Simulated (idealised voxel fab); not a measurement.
Module name: voxel fin reveal (process module)
For reference, the cross-section in this document is cut, with width 215 nm and square cells of 5 nm.
A cross-section is written here as square cells arranged in a grid, and it is given in bands from the top down, each band taking up one or more rows of cells.
Quick guide to a band line: top height, bottom height (nm) up front; then every material left to right with its width in nm. Only one material and it's marked "throughout"? Then it fills the band edge to edge. And "empty" just means empty space.
Where do heights start? At 0: under that level the wafer as delivered is made of one material only. And the lowest band has no floor; it just carries on downward, as in "0 down".
Note: "30 to 40" means the width goes from the first number (top row of the band) to the second number (bottom row) in equal steps per row of cells.
Given "remains unaltered" for a step, no cell of the cross-section differs between before and after that step.
What "Closed voids list" gives you is every empty space of 8 cells or more that is cut off from the top. Each appears as width x height at distance, with the distance taken from the left edge and width, height and distance all in nm.
Read whatever lies past the settings on a step's line as the simulator's own remark about the step.
overlay nm: on a step with a mask, how far right of its planned place the mask lay; negative means left.
So here's the lineup of process steps we planned
- 1: RECEIVE | material Si
- 2: CONFORMAL_DEP | material SiN | thk nm 10
- 3: MASKED_ETCH | tone cover | mask id FINS | width nm 15 | pitch nm 45 | etch materials SiN | depth nm 10 | overlay nm 0
- 4: MASKED_ETCH | tone cover | mask id FINS | width nm 15 | pitch nm 45 | etch materials Si | depth nm 30 | overlay nm 0
- 5: OXIDIZE | depth nm 5
- 6: FILL_DEP | material SiO2 | thk nm 15
- 7: CMP | height nm 10
- 8: SELECTIVE_ETCH | etch materials SiO2 | depth nm 20
- 9: STRIP | etch materials SiN
As received, after step 1
> 0 down | Si throughout
> Closed voids list: none
Module complete - cross-section of the first of two wafers, run according to plan
> 0 to -10 | empty 80  Si 5  empty 40  Si 5  empty 85
> -10 to -35 | SiO2 80  Si 5  SiO2 40  Si 5  SiO2 85
> -35 down | Si throughout
> Closed voids list: none
Wafer two (of two), end-of-module cross-section: start = wafer one, plan = wafer one, one run mistake
> 0 to -10 | empty 80  Si 5  empty 40  Si 5  empty 85
> -10 to -20 | SiO2 55  empty 25  Si 5  empty 40  Si 5  empty 25  SiO2 60
> -20 to -35 | SiO2 80  Si 5  SiO2 40  Si 5  SiO2 85
> -35 down | Si throughout
> Closed voids list: none
Here's what went sideways: steps 8 and 9 got flipped, so each one ran where the other should have
Wrapping up, a cell-based count of both wafers puts the second over or under the first for these materials: SiO2 -36
